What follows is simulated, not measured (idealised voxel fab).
process module | voxel transistor to metal
cross-section cut | 280 nm wide | cells 5 nm
A cross-section is a grid of square cells, given in bands from the top down. A band is one or more rows of cells.
Each band's line starts with the height of the band's top and of its bottom, in nm. Then come its materials from left to right, each with its width in nm. One material with "throughout" fills the band from edge to edge. "air" is empty space.
Height 0 is the level under which the wafer as received is all one material. The lowest band goes on downwards, as in "0 down".
A width such as "30 to 40" changes by the same amount from each row of cells to the next, from the band's top row to its bottom row.
"no change" after a step means that no cell of the cross-section changed.
closed voids: empty space of 8 cells or more with no open way to the top, each as width x height at its distance from the left edge, in nm
after a step's settings: what the simulator itself notes on the step
overlay nm, on a step with a mask: how far to the right of its planned place the mask lay; to the left if negative
Each pair below shows a cross-section before one step and the cross-section after it, down to the lowest band that changed. The line under each pair gives the step between them, with its settings. The pairs can come from different runs of this module on the same starting wafer, so a pair continues from the pair above only where its "before" says so.
before
  50 to 45: TiN 35 | air 5 | TiN 70 | air 5 | TiN 50 | air 5 | TiN 70 | air 5 | TiN 35
  45 to 30: SiO2 30 | TiN 5 | air 5 | TiN 5 | SiO2 60 | TiN 5 | air 5 | TiN 5 | SiO2 40 | TiN 5 | air 5 | TiN 5 | SiO2 60 | TiN 5 | air 5 | TiN 5 | SiO2 30
  30 to 15: SiO2 30 | TiN 5 | air 5 | TiN 5 | SiO2 20 | SiCN 20 | SiO2 20 | TiN 5 | air 5 | TiN 5 | SiO2 40 | TiN 5 | air 5 | TiN 5 | SiO2 20 | SiCN 20 | SiO2 20 | TiN 5 | air 5 | TiN 5 | SiO2 30
  15 to 10: SiO2 30 | TiN 5 | air 5 | TiN 5 | SiO2 20 | polySi 20 | SiO2 20 | TiN 5 | air 5 | TiN 5 | SiO2 40 | TiN 5 | air 5 | TiN 5 | SiO2 20 | polySi 20 | SiO2 20 | TiN 5 | air 5 | TiN 5 | SiO2 30
  10 to 5: SiO2 30 | TiN 15 | SiO2 20 | polySi 20 | SiO2 20 | TiN 15 | SiO2 40 | TiN 15 | SiO2 20 | polySi 20 | SiO2 20 | TiN 15 | SiO2 30
  5 to -5: SiO2 45 | SiGe 15 | SiO2 5 | polySi 20 | SiO2 5 | SiGe 15 | SiO2 70 | SiGe 15 | SiO2 5 | polySi 20 | SiO2 5 | SiGe 15 | SiO2 45
  -5 to -10: SiO2 45 | SiGe 15 | SiO2 30 | SiGe 15 | SiO2 70 | SiGe 15 | SiO2 30 | SiGe 15 | SiO2 45
  -10 to -25: SiO2 20 | SiGe 40 | Si 30 | SiGe 40 | SiO2 20 | SiGe 40 | Si 30 | SiGe 40 | SiO2 20
  -25 to -40: SiO2 20 | Si 110 | SiO2 20 | Si 110 | SiO2 20
  -40 down: Si throughout
  closed voids: none
after
  55 to 50: Ru throughout
  50 to 45: TiN 35 | Ru 5 | TiN 70 | Ru 5 | TiN 50 | Ru 5 | TiN 70 | Ru 5 | TiN 35
  45 to 30: SiO2 30 | TiN 5 | Ru 5 | TiN 5 | SiO2 60 | TiN 5 | Ru 5 | TiN 5 | SiO2 40 | TiN 5 | Ru 5 | TiN 5 | SiO2 60 | TiN 5 | Ru 5 | TiN 5 | SiO2 30
  30 to 15: SiO2 30 | TiN 5 | Ru 5 | TiN 5 | SiO2 20 | SiCN 20 | SiO2 20 | TiN 5 | Ru 5 | TiN 5 | SiO2 40 | TiN 5 | Ru 5 | TiN 5 | SiO2 20 | SiCN 20 | SiO2 20 | TiN 5 | Ru 5 | TiN 5 | SiO2 30
  15 to 10: SiO2 30 | TiN 5 | Ru 5 | TiN 5 | SiO2 20 | polySi 20 | SiO2 20 | TiN 5 | Ru 5 | TiN 5 | SiO2 40 | TiN 5 | Ru 5 | TiN 5 | SiO2 20 | polySi 20 | SiO2 20 | TiN 5 | Ru 5 | TiN 5 | SiO2 30
  below 10: unchanged
  closed voids: none
the step between: op FILL_DEP | material Ru | thk nm 5
before: the cross-section after the pair above
after
  45 to 30: SiO2 30 | TiN 5 | Ru 5 | TiN 5 | SiO2 60 | TiN 5 | Ru 5 | TiN 5 | SiO2 40 | TiN 5 | Ru 5 | TiN 5 | SiO2 60 | TiN 5 | Ru 5 | TiN 5 | SiO2 30
  below 30: unchanged
  closed voids: none
the step between: op CMP | height nm 45
before: the cross-section after the pair above
after
  50 to 45: SiN throughout
  below 45: unchanged
  closed voids: none
the step between: op CONFORMAL_DEP | material SiN | thk nm 5
before: the cross-section after the pair above
after
  65 to 50: lowk throughout
  below 50: unchanged
  closed voids: none
the step between: op DIRECTIONAL_DEP | material lowk | thk nm 15
before: the cross-section after the pair above
after
  80 to 65: resist 30 | air 15 | resist 60 | air 15 | resist 40 | air 15 | resist 60 | air 15 | resist 30
  below 65: unchanged
  closed voids: none
the step between: op PATTERN | tone open | mask id METAL_1 | material resist | width nm 15 | thk nm 15 | overlay nm 0
before: the cross-section after the pair above
after
  80 to 65: resist 30 | air 15 | resist 60 | air 15 | resist 40 | air 15 | resist 60 | air 15 | resist 30
  65 to 50: lowk 30 | air 15 | lowk 60 | air 15 | lowk 40 | air 15 | lowk 60 | air 15 | lowk 30
  below 50: unchanged
  closed voids: none
the step between: op DIRECTIONAL_ETCH | etch materials lowk | depth nm 15
before: the cross-section after the pair above
after
  80 to 65: resist 30 | air 15 | resist 60 | air 15 | resist 40 | air 15 | resist 60 | air 15 | resist 30
  65 to 50: lowk 30 | air 15 | lowk 60 | air 15 | lowk 40 | air 15 | lowk 60 | air 15 | lowk 30
  50 to 45: SiN 30 | air 15 | SiN 60 | air 15 | SiN 40 | air 15 | SiN 60 | air 15 | SiN 30
  below 45: unchanged
  closed voids: none
the step between: op DIRECTIONAL_ETCH | etch materials SiN | depth nm 5
before: the cross-section after the pair above
after
  65 to 50: lowk 30 | air 15 | lowk 60 | air 15 | lowk 40 | air 15 | lowk 60 | air 15 | lowk 30
  below 50: unchanged
  closed voids: none
the step between: op STRIP | etch materials resist
before: the cross-section after the pair above
after
  70 to 65: TiN 35 | air 5 | TiN 70 | air 5 | TiN 50 | air 5 | TiN 70 | air 5 | TiN 35
  65 to 50: lowk 30 | TiN 5 | air 5 | TiN 5 | lowk 60 | TiN 5 | air 5 | TiN 5 | lowk 40 | TiN 5 | air 5 | TiN 5 | lowk 60 | TiN 5 | air 5 | TiN 5 | lowk 30
  50 to 45: SiN 30 | TiN 15 | SiN 60 | TiN 15 | SiN 40 | TiN 15 | SiN 60 | TiN 15 | SiN 30
  below 45: unchanged
  closed voids: none
the step between: op CONFORMAL_DEP | material TiN | thk nm 5
before: the cross-section after the pair above
after
  75 to 70: W throughout
  70 to 65: TiN 35 | W 5 | TiN 70 | W 5 | TiN 50 | W 5 | TiN 70 | W 5 | TiN 35
  65 to 50: lowk 30 | TiN 5 | W 5 | TiN 5 | lowk 60 | TiN 5 | W 5 | TiN 5 | lowk 40 | TiN 5 | W 5 | TiN 5 | lowk 60 | TiN 5 | W 5 | TiN 5 | lowk 30
  below 50: unchanged
  closed voids: none
the step between: op FILL_DEP | material W | thk nm 5
before: the cross-section after the pair above
after
  65 to 50: lowk 30 | TiN 5 | W 5 | TiN 5 | lowk 60 | TiN 5 | W 5 | TiN 5 | lowk 40 | TiN 5 | W 5 | TiN 5 | lowk 60 | TiN 5 | W 5 | TiN 5 | lowk 30
  below 50: unchanged
  closed voids: none
the step between: op CMP | height nm 65
before: the cross-section after the pair above
after
  70 to 65: air 25 | Ru 25 | air 50 | Ru 25 | air 30 | Ru 25 | air 50 | Ru 25 | air 25
  below 65: unchanged
  closed voids: none
the step between: op EPI | material Ru | thk nm 5
before: the cross-section after the pair above
after
  75 to 70: SiCN throughout
  70 to 65: SiCN 25 | Ru 25 | SiCN 50 | Ru 25 | SiCN 30 | Ru 25 | SiCN 50 | Ru 25 | SiCN 25
  below 65: unchanged
  closed voids: none
the step between: op FILL_DEP | material SiCN | thk nm 5
before
  35 to 30: SiCN 15 | air 120 | SiCN 10 | air 120 | SiCN 15
  30 to 20: SiCN throughout
  20 to 15: polySi 15 | SiCN 120 | polySi 10 | SiCN 120 | polySi 15
  15 to 0: polySi throughout
  0 to -5: SiO2 15 | polySi 120 | SiO2 10 | polySi 120 | SiO2 15
  -5 to -10: SiO2 throughout
  -10 to -40: SiO2 20 | Si 110 | SiO2 20 | Si 110 | SiO2 20
  -40 down: Si throughout
  closed voids: none
after
  50 to 45: SiCN 15 | air 120 | SiCN 10 | air 120 | SiCN 15
  45 to 20: SiCN throughout
  below 20: unchanged
  closed voids: none
the step between: op DIRECTIONAL_DEP | material SiCN | thk nm 15
before: the cross-section after the pair above
after
  60 to 55: aC 15 | air 120 | aC 10 | air 120 | aC 15
  55 to 50: aC throughout
  50 to 45: SiCN 15 | aC 120 | SiCN 10 | aC 120 | SiCN 15
  below 45: unchanged
  closed voids: none
the step between: op DIRECTIONAL_DEP | material aC | thk nm 10
before: the cross-section after the pair above
after
  90 to 60: air 65 | resist 20 | air 110 | resist 20 | air 65
  60 to 55: aC 15 | air 50 | resist 20 | air 50 | aC 10 | air 50 | resist 20 | air 50 | aC 15
  below 55: unchanged
  closed voids: none
the step between: op PATTERN | tone cover | mask id GATE | material resist | width nm 20 | pitch nm 130 | thk nm 30 | overlay nm 0
before: the cross-section after the pair above
after
  80 to 55: air 65 | resist 20 | air 110 | resist 20 | air 65
  55 to 50: air 65 | aC 20 | air 110 | aC 20 | air 65
  50 to 45: SiCN 15 | air 50 | aC 20 | air 50 | SiCN 10 | air 50 | aC 20 | air 50 | SiCN 15
  below 45: unchanged
  closed voids: none
the step between: op DIRECTIONAL_ETCH | etch materials aC | depth nm 10
before: the cross-section after the pair above
after
  55 to 50: air 65 | aC 20 | air 110 | aC 20 | air 65
  below 50: unchanged
  closed voids: none
the step between: op STRIP | etch materials resist
before: the cross-section after the pair above
after
  55 to 45: air 65 | aC 20 | air 110 | aC 20 | air 65
  45 to 25: air 65 | SiCN 20 | air 110 | SiCN 20 | air 65
  25 to 20: SiCN 15 | air 50 | SiCN 20 | air 50 | SiCN 10 | air 50 | SiCN 20 | air 50 | SiCN 15
  below 20: unchanged
  closed voids: none
the step between: op DIRECTIONAL_ETCH | etch materials SiCN | depth nm 25
before: the cross-section after the pair above
after
  45 to 25: air 65 | SiCN 20 | air 110 | SiCN 20 | air 65
  below 25: unchanged
  closed voids: none
the step between: op STRIP | etch materials aC
before: the cross-section after the pair above
after
  50 to 45: air 60 | SiO2 30 | air 100 | SiO2 30 | air 60
  45 to 30: air 60 | SiO2 5 | SiCN 20 | SiO2 5 | air 100 | SiO2 5 | SiCN 20 | SiO2 5 | air 60
  30 to 25: SiO2 20 | air 40 | SiO2 5 | SiCN 20 | SiO2 5 | air 40 | SiO2 20 | air 40 | SiO2 5 | SiCN 20 | SiO2 5 | air 40 | SiO2 20
  25 to 20: SiCN 15 | SiO2 50 | SiCN 20 | SiO2 50 | SiCN 10 | SiO2 50 | SiCN 20 | SiO2 50 | SiCN 15
  below 20: unchanged
  closed voids: none
the step between: op CONFORMAL_DEP | material SiO2 | thk nm 5
before: the cross-section after the pair above
after
  45 to 25: air 60 | SiO2 5 | SiCN 20 | SiO2 5 | air 100 | SiO2 5 | SiCN 20 | SiO2 5 | air 60
  25 to 20: SiCN 15 | SiO2 5 | air 40 | SiO2 5 | SiCN 20 | SiO2 5 | air 40 | SiO2 5 | SiCN 10 | SiO2 5 | air 40 | SiO2 5 | SiCN 20 | SiO2 5 | air 40 | SiO2 5 | SiCN 15
  below 20: unchanged
  closed voids: none
the step between: op DIRECTIONAL_ETCH | etch materials SiO2 | depth nm 5
before: the cross-section after the pair above
after
  50 to 45: air 55 | SiN 40 | air 90 | SiN 40 | air 55
  45 to 30: air 55 | SiN 5 | SiO2 5 | SiCN 20 | SiO2 5 | SiN 5 | air 90 | SiN 5 | SiO2 5 | SiCN 20 | SiO2 5 | SiN 5 | air 55
  30 to 25: SiN 25 | air 30 | SiN 5 | SiO2 5 | SiCN 20 | SiO2 5 | SiN 5 | air 30 | SiN 30 | air 30 | SiN 5 | SiO2 5 | SiCN 20 | SiO2 5 | SiN 5 | air 30 | SiN 25
  25 to 20: SiCN 15 | SiO2 5 | SiN 40 | SiO2 5 | SiCN 20 | SiO2 5 | SiN 40 | SiO2 5 | SiCN 10 | SiO2 5 | SiN 40 | SiO2 5 | SiCN 20 | SiO2 5 | SiN 40 | SiO2 5 | SiCN 15
  below 20: unchanged
  closed voids: none
the step between: op CONFORMAL_DEP | material SiN | thk nm 5
before: the cross-section after the pair above
after
  45 to 25: air 55 | SiN 5 | SiO2 5 | SiCN 20 | SiO2 5 | SiN 5 | air 90 | SiN 5 | SiO2 5 | SiCN 20 | SiO2 5 | SiN 5 | air 55
  25 to 20: SiCN 15 | SiO2 5 | SiN 5 | air 30 | SiN 5 | SiO2 5 | SiCN 20 | SiO2 5 | SiN 5 | air 30 | SiN 5 | SiO2 5 | SiCN 10 | SiO2 5 | SiN 5 | air 30 | SiN 5 | SiO2 5 | SiCN 20 | SiO2 5 | SiN 5 | air 30 | SiN 5 | SiO2 5 | SiCN 15
  below 20: unchanged
  closed voids: none
the step between: op DIRECTIONAL_ETCH | etch materials SiN | depth nm 5
before: the cross-section after the pair above
after
  45 to 40: air 55 | SiN 5 | air 5 | SiCN 20 | air 5 | SiN 5 | air 90 | SiN 5 | air 5 | SiCN 20 | air 5 | SiN 5 | air 55
  40 to 25: air 55 | SiN 5 | SiO2 5 | SiCN 20 | SiO2 5 | SiN 5 | air 90 | SiN 5 | SiO2 5 | SiCN 20 | SiO2 5 | SiN 5 | air 55
  25 to 20: SiCN 15 | air 5 | SiN 5 | air 30 | SiN 5 | SiO2 5 | SiCN 20 | SiO2 5 | SiN 5 | air 30 | SiN 5 | air 5 | SiCN 10 | air 5 | SiN 5 | air 30 | SiN 5 | SiO2 5 | SiCN 20 | SiO2 5 | SiN 5 | air 30 | SiN 5 | air 5 | SiCN 15
  below 20: unchanged
  closed voids: none
the step between: op DIRECTIONAL_ETCH | etch materials SiO2 | depth nm 5
before: the cross-section after the pair above
after
  55 to 45: SiO2 throughout
  45 to 25: SiO2 55 | SiN 5 | SiO2 5 | SiCN 20 | SiO2 5 | SiN 5 | SiO2 90 | SiN 5 | SiO2 5 | SiCN 20 | SiO2 5 | SiN 5 | SiO2 55
  25 to 20: SiCN 15 | SiO2 5 | SiN 5 | SiO2 30 | SiN 5 | SiO2 5 | SiCN 20 | SiO2 5 | SiN 5 | SiO2 30 | SiN 5 | SiO2 5 | SiCN 10 | SiO2 5 | SiN 5 | SiO2 30 | SiN 5 | SiO2 5 | SiCN 20 | SiO2 5 | SiN 5 | SiO2 30 | SiN 5 | SiO2 5 | SiCN 15
  below 20: unchanged
  closed voids: none
the step between: op FILL_DEP | material SiO2 | thk nm 10
before: the cross-section after the pair above
after
  30 to 25: SiO2 55 | SiN 5 | SiO2 5 | SiCN 20 | SiO2 5 | SiN 5 | SiO2 90 | SiN 5 | SiO2 5 | SiCN 20 | SiO2 5 | SiN 5 | SiO2 55
  below 25: unchanged
  closed voids: none
the step between: op CMP | height nm 30
before: the cross-section after the pair above
after
  45 to 30: SiO2 throughout
  below 30: unchanged
  closed voids: none
the step between: op DIRECTIONAL_DEP | material SiO2 | thk nm 15
before: the cross-section after the pair above
after
  45 to 30: SiO2 30 | air 15 | SiO2 60 | air 15 | SiO2 40 | air 15 | SiO2 60 | air 15 | SiO2 30
  30 to 25: SiO2 30 | air 15 | SiO2 10 | SiN 5 | SiO2 5 | SiCN 20 | SiO2 5 | SiN 5 | SiO2 10 | air 15 | SiO2 40 | air 15 | SiO2 10 | SiN 5 | SiO2 5 | SiCN 20 | SiO2 5 | SiN 5 | SiO2 10 | air 15 | SiO2 30
  25 to 20: SiCN 15 | SiO2 5 | SiN 5 | SiO2 5 | air 15 | SiO2 10 | SiN 5 | SiO2 5 | SiCN 20 | SiO2 5 | SiN 5 | SiO2 10 | air 15 | SiO2 5 | SiN 5 | SiO2 5 | SiCN 10 | SiO2 5 | SiN 5 | SiO2 5 | air 15 | SiO2 10 | SiN 5 | SiO2 5 | SiCN 20 | SiO2 5 | SiN 5 | SiO2 10 | air 15 | SiO2 5 | SiN 5 | SiO2 5 | SiCN 15
  below 20: unchanged
  closed voids: none
the step between: op MASKED_ETCH | tone open | mask id CONTACT | width nm 15 | etch materials SiO2 | depth nm 40 | overlay nm 0
before: the cross-section after the pair above
after
  50 to 45: TiN 35 | air 5 | TiN 70 | air 5 | TiN 50 | air 5 | TiN 70 | air 5 | TiN 35
  45 to 30: SiO2 30 | TiN 5 | air 5 | TiN 5 | SiO2 60 | TiN 5 | air 5 | TiN 5 | SiO2 40 | TiN 5 | air 5 | TiN 5 | SiO2 60 | TiN 5 | air 5 | TiN 5 | SiO2 30
  30 to 25: SiO2 30 | TiN 5 | air 5 | TiN 5 | SiO2 10 | SiN 5 | SiO2 5 | SiCN 20 | SiO2 5 | SiN 5 | SiO2 10 | TiN 5 | air 5 | TiN 5 | SiO2 40 | TiN 5 | air 5 | TiN 5 | SiO2 10 | SiN 5 | SiO2 5 | SiCN 20 | SiO2 5 | SiN 5 | SiO2 10 | TiN 5 | air 5 | TiN 5 | SiO2 30
  25 to 20: SiCN 15 | SiO2 5 | SiN 5 | SiO2 5 | TiN 15 | SiO2 10 | SiN 5 | SiO2 5 | SiCN 20 | SiO2 5 | SiN 5 | SiO2 10 | TiN 15 | SiO2 5 | SiN 5 | SiO2 5 | SiCN 10 | SiO2 5 | SiN 5 | SiO2 5 | TiN 15 | SiO2 10 | SiN 5 | SiO2 5 | SiCN 20 | SiO2 5 | SiN 5 | SiO2 10 | TiN 15 | SiO2 5 | SiN 5 | SiO2 5 | SiCN 15
  below 20: unchanged
  closed voids: none
the step between: op CONFORMAL_DEP | material TiN | thk nm 5
before: the cross-section after the pair above
after
  55 to 50: Ru throughout
  50 to 45: TiN 35 | Ru 5 | TiN 70 | Ru 5 | TiN 50 | Ru 5 | TiN 70 | Ru 5 | TiN 35
  45 to 30: SiO2 30 | TiN 5 | Ru 5 | TiN 5 | SiO2 60 | TiN 5 | Ru 5 | TiN 5 | SiO2 40 | TiN 5 | Ru 5 | TiN 5 | SiO2 60 | TiN 5 | Ru 5 | TiN 5 | SiO2 30
  30 to 25: SiO2 30 | TiN 5 | Ru 5 | TiN 5 | SiO2 10 | SiN 5 | SiO2 5 | SiCN 20 | SiO2 5 | SiN 5 | SiO2 10 | TiN 5 | Ru 5 | TiN 5 | SiO2 40 | TiN 5 | Ru 5 | TiN 5 | SiO2 10 | SiN 5 | SiO2 5 | SiCN 20 | SiO2 5 | SiN 5 | SiO2 10 | TiN 5 | Ru 5 | TiN 5 | SiO2 30
  below 25: unchanged
  closed voids: none
the step between: op FILL_DEP | material Ru | thk nm 5
before: the cross-section after the pair above
after
  45 to 30: SiO2 30 | TiN 5 | Ru 5 | TiN 5 | SiO2 60 | TiN 5 | Ru 5 | TiN 5 | SiO2 40 | TiN 5 | Ru 5 | TiN 5 | SiO2 60 | TiN 5 | Ru 5 | TiN 5 | SiO2 30
  below 30: unchanged
  closed voids: none
the step between: op CMP | height nm 45
before: the cross-section after the pair above
after
  50 to 45: SiN throughout
  below 45: unchanged
  closed voids: none
the step between: op CONFORMAL_DEP | material SiN | thk nm 5
before: the cross-section after the pair above
after
  65 to 50: lowk throughout
  below 50: unchanged
  closed voids: none
the step between: op DIRECTIONAL_DEP | material lowk | thk nm 15
before: the cross-section after the pair above
after
  80 to 65: resist 30 | air 15 | resist 60 | air 15 | resist 40 | air 15 | resist 60 | air 15 | resist 30
  below 65: unchanged
  closed voids: none
the step between: op PATTERN | tone open | mask id METAL_1 | material resist | width nm 15 | thk nm 15 | overlay nm 0
before: the cross-section after the pair above
after
  80 to 65: resist 30 | air 15 | resist 60 | air 15 | resist 40 | air 15 | resist 60 | air 15 | resist 30
  65 to 50: lowk 30 | air 15 | lowk 60 | air 15 | lowk 40 | air 15 | lowk 60 | air 15 | lowk 30
  below 50: unchanged
  closed voids: none
the step between: op DIRECTIONAL_ETCH | etch materials lowk | depth nm 15
before: the cross-section after the pair above
after
  80 to 65: resist 30 | air 15 | resist 60 | air 15 | resist 40 | air 15 | resist 60 | air 15 | resist 30
  65 to 50: lowk 30 | air 15 | lowk 60 | air 15 | lowk 40 | air 15 | lowk 60 | air 15 | lowk 30
  50 to 45: SiN 30 | air 15 | SiN 60 | air 15 | SiN 40 | air 15 | SiN 60 | air 15 | SiN 30
  below 45: unchanged
  closed voids: none
the step between: op DIRECTIONAL_ETCH | etch materials SiN | depth nm 5
before: the cross-section after the pair above
after
  65 to 50: lowk 30 | air 15 | lowk 60 | air 15 | lowk 40 | air 15 | lowk 60 | air 15 | lowk 30
  below 50: unchanged
  closed voids: none
the step between: op STRIP | etch materials resist
before: the cross-section after the pair above
after
  70 to 65: TiN 35 | air 5 | TiN 70 | air 5 | TiN 50 | air 5 | TiN 70 | air 5 | TiN 35
  65 to 50: lowk 30 | TiN 5 | air 5 | TiN 5 | lowk 60 | TiN 5 | air 5 | TiN 5 | lowk 40 | TiN 5 | air 5 | TiN 5 | lowk 60 | TiN 5 | air 5 | TiN 5 | lowk 30
  50 to 45: SiN 30 | TiN 15 | SiN 60 | TiN 15 | SiN 40 | TiN 15 | SiN 60 | TiN 15 | SiN 30
  below 45: unchanged
  closed voids: none
the step between: op CONFORMAL_DEP | material TiN | thk nm 5
before: the cross-section after the pair above
after
  75 to 70: W throughout
  70 to 65: TiN 35 | W 5 | TiN 70 | W 5 | TiN 50 | W 5 | TiN 70 | W 5 | TiN 35
  65 to 50: lowk 30 | TiN 5 | W 5 | TiN 5 | lowk 60 | TiN 5 | W 5 | TiN 5 | lowk 40 | TiN 5 | W 5 | TiN 5 | lowk 60 | TiN 5 | W 5 | TiN 5 | lowk 30
  below 50: unchanged
  closed voids: none
the step between: op FILL_DEP | material W | thk nm 5
before: the cross-section after the pair above
after
  65 to 50: lowk 30 | TiN 5 | W 5 | TiN 5 | lowk 60 | TiN 5 | W 5 | TiN 5 | lowk 40 | TiN 5 | W 5 | TiN 5 | lowk 60 | TiN 5 | W 5 | TiN 5 | lowk 30
  below 50: unchanged
  closed voids: none
the step between: op CMP | height nm 65
before: the cross-section after the pair above
after
  70 to 65: air 25 | Ru 25 | air 50 | Ru 25 | air 30 | Ru 25 | air 50 | Ru 25 | air 25
  below 65: unchanged
  closed voids: none
the step between: op EPI | material Ru | thk nm 5
before: the cross-section after the pair above
after
  75 to 70: SiCN throughout
  70 to 65: SiCN 25 | Ru 25 | SiCN 50 | Ru 25 | SiCN 30 | Ru 25 | SiCN 50 | Ru 25 | SiCN 25
  below 65: unchanged
  closed voids: none
the step between: op FILL_DEP | material SiCN | thk nm 5
before
  10 to 0: SiO2 20 | SiN 110 | SiO2 20 | SiN 110 | SiO2 20
  0 to -5: SiO2 throughout
  -5 to -40: SiO2 20 | Si 110 | SiO2 20 | Si 110 | SiO2 20
  -40 down: Si throughout
  closed voids: none
after
  10 to 0: SiO2 20 | air 110 | SiO2 20 | air 110 | SiO2 20
  below 0: unchanged
  closed voids: none
the step between: op STRIP | etch materials SiN
before: the cross-section after the pair above
after
  5 to -5: SiO2 15 | air 120 | SiO2 10 | air 120 | SiO2 15
  below -5: unchanged
  closed voids: none
the step between: op SELECTIVE_ETCH | etch materials SiO2 | depth nm 5
before: the cross-section after the pair above
after
  0 to -5: SiO2 10 | air 260 | SiO2 10
  -5 to -10: SiO2 10 | air 10 | Si 110 | air 20 | Si 110 | air 10 | SiO2 10
  below -10: unchanged
  closed voids: none
the step between: op SELECTIVE_ETCH | etch materials SiO2 | depth nm 5
before: the cross-section after the pair above
after
  0 to -5: SiO2 10 | air 260 | SiO2 10
  -5 to -10: SiO2 10 | air 10 | SiO2 110 | air 20 | SiO2 110 | air 10 | SiO2 10
  -10 to -15: SiO2 25 | Si 100 | SiO2 30 | Si 100 | SiO2 25
  below -15: unchanged
  closed voids: none
the step between: op OXIDIZE | depth nm 5
before: the cross-section after the pair above
after
  20 to 15: polySi 10 | air 260 | polySi 10
  15 to 10: polySi 10 | air 10 | polySi 110 | air 20 | polySi 110 | air 10 | polySi 10
  10 to 0: polySi throughout
  0 to -5: SiO2 10 | polySi 260 | SiO2 10
  -5 to -10: SiO2 10 | polySi 10 | SiO2 110 | polySi 20 | SiO2 110 | polySi 10 | SiO2 10
  below -10: unchanged
  closed voids: none
the step between: op DIRECTIONAL_DEP | material polySi | thk nm 20
before: the cross-section after the pair above
after
  35 to 30: SiCN 10 | air 260 | SiCN 10
  30 to 25: SiCN 10 | air 10 | SiCN 110 | air 20 | SiCN 110 | air 10 | SiCN 10
  25 to 20: SiCN throughout
  20 to 15: polySi 10 | SiCN 260 | polySi 10
  15 to 10: polySi 10 | SiCN 10 | polySi 110 | SiCN 20 | polySi 110 | SiCN 10 | polySi 10
  below 10: unchanged
  closed voids: none
the step between: op DIRECTIONAL_DEP | material SiCN | thk nm 15
before: the cross-section after the pair above
after
  45 to 40: aC 10 | air 260 | aC 10
  40 to 35: aC 10 | air 10 | aC 110 | air 20 | aC 110 | air 10 | aC 10
  35 to 30: SiCN 10 | aC 260 | SiCN 10
  30 to 25: SiCN 10 | aC 10 | SiCN 110 | aC 20 | SiCN 110 | aC 10 | SiCN 10
  below 25: unchanged
  closed voids: none
the step between: op DIRECTIONAL_DEP | material aC | thk nm 10
before: the cross-section after the pair above
after
  75 to 45: air 65 | resist 20 | air 110 | resist 20 | air 65
  45 to 40: aC 10 | air 55 | resist 20 | air 110 | resist 20 | air 55 | aC 10
  below 40: unchanged
  closed voids: none
the step between: op PATTERN | tone cover | mask id GATE | material resist | width nm 20 | pitch nm 130 | thk nm 30 | overlay nm 0
before: the cross-section after the pair above
after
  65 to 40: air 65 | resist 20 | air 110 | resist 20 | air 65
  40 to 35: air 65 | aC 20 | air 110 | aC 20 | air 65
  35 to 30: SiCN 10 | air 55 | aC 20 | air 110 | aC 20 | air 55 | SiCN 10
  30 to 25: SiCN 10 | air 10 | SiCN 110 | air 20 | SiCN 110 | air 10 | SiCN 10
  below 25: unchanged
  closed voids: none
the step between: op DIRECTIONAL_ETCH | etch materials aC | depth nm 10
before: the cross-section after the pair above
after
  40 to 35: air 65 | aC 20 | air 110 | aC 20 | air 65
  below 35: unchanged
  closed voids: none
the step between: op STRIP | etch materials resist
before: the cross-section after the pair above
after
  40 to 30: air 65 | aC 20 | air 110 | aC 20 | air 65
  30 to 20: air 65 | SiCN 20 | air 110 | SiCN 20 | air 65
  20 to 15: polySi 10 | air 55 | SiCN 20 | air 110 | SiCN 20 | air 55 | polySi 10
  15 to 10: polySi 10 | air 10 | polySi 110 | air 20 | polySi 110 | air 10 | polySi 10
  below 10: unchanged
  closed voids: none
the step between: op DIRECTIONAL_ETCH | etch materials SiCN | depth nm 25
before: the cross-section after the pair above
after
  40 to 30: air 65 | aC 20 | air 110 | aC 20 | air 65
  30 to 15: air 65 | SiCN 20 | air 110 | SiCN 20 | air 65
  15 to 0: air 65 | polySi 20 | air 110 | polySi 20 | air 65
  0 to -5: SiO2 10 | air 55 | polySi 20 | air 110 | polySi 20 | air 55 | SiO2 10
  -5 to -10: SiO2 10 | air 10 | SiO2 110 | air 20 | SiO2 110 | air 10 | SiO2 10
  below -10: unchanged
  closed voids: none
the step between: op DIRECTIONAL_ETCH | etch materials polySi | depth nm 30
before: the cross-section after the pair above
after
  30 to 15: air 65 | SiCN 20 | air 110 | SiCN 20 | air 65
  below 15: unchanged
  closed voids: none
the step between: op STRIP | etch materials aC
before: the cross-section after the pair above
after
  35 to 30: air 60 | SiO2 30 | air 100 | SiO2 30 | air 60
  30 to 15: air 60 | SiO2 5 | SiCN 20 | SiO2 5 | air 100 | SiO2 5 | SiCN 20 | SiO2 5 | air 60
  15 to 5: air 60 | SiO2 5 | polySi 20 | SiO2 5 | air 100 | SiO2 5 | polySi 20 | SiO2 5 | air 60
  5 to 0: SiO2 15 | air 45 | SiO2 5 | polySi 20 | SiO2 5 | air 100 | SiO2 5 | polySi 20 | SiO2 5 | air 45 | SiO2 15
  0 to -5: SiO2 65 | polySi 20 | SiO2 50 | air 10 | SiO2 50 | polySi 20 | SiO2 65
  -5 to -10: SiO2 throughout
  below -10: unchanged
  closed voids: none
the step between: op CONFORMAL_DEP | material SiO2 | thk nm 5
before: the cross-section after the pair above
after
  30 to 15: air 60 | SiO2 5 | SiCN 20 | SiO2 5 | air 100 | SiO2 5 | SiCN 20 | SiO2 5 | air 60
  15 to 0: air 60 | SiO2 5 | polySi 20 | SiO2 5 | air 100 | SiO2 5 | polySi 20 | SiO2 5 | air 60
  0 to -5: SiO2 15 | air 45 | SiO2 5 | polySi 20 | SiO2 5 | air 100 | SiO2 5 | polySi 20 | SiO2 5 | air 45 | SiO2 15
  -5 to -10: SiO2 135 | air 10 | SiO2 135
  below -10: unchanged
  closed voids: none
the step between: op DIRECTIONAL_ETCH | etch materials SiO2 | depth nm 5
before: the cross-section after the pair above
after
  35 to 30: air 55 | SiN 40 | air 90 | SiN 40 | air 55
  30 to 15: air 55 | SiN 5 | SiO2 5 | SiCN 20 | SiO2 5 | SiN 5 | air 90 | SiN 5 | SiO2 5 | SiCN 20 | SiO2 5 | SiN 5 | air 55
  15 to 5: air 55 | SiN 5 | SiO2 5 | polySi 20 | SiO2 5 | SiN 5 | air 90 | SiN 5 | SiO2 5 | polySi 20 | SiO2 5 | SiN 5 | air 55
  5 to 0: SiN 20 | air 35 | SiN 5 | SiO2 5 | polySi 20 | SiO2 5 | SiN 5 | air 90 | SiN 5 | SiO2 5 | polySi 20 | SiO2 5 | SiN 5 | air 35 | SiN 20
  0 to -5: SiO2 15 | SiN 45 | SiO2 5 | polySi 20 | SiO2 5 | SiN 100 | SiO2 5 | polySi 20 | SiO2 5 | SiN 45 | SiO2 15
  -5 to -10: SiO2 135 | SiN 10 | SiO2 135
  below -10: unchanged
  closed voids: none
the step between: op CONFORMAL_DEP | material SiN | thk nm 5
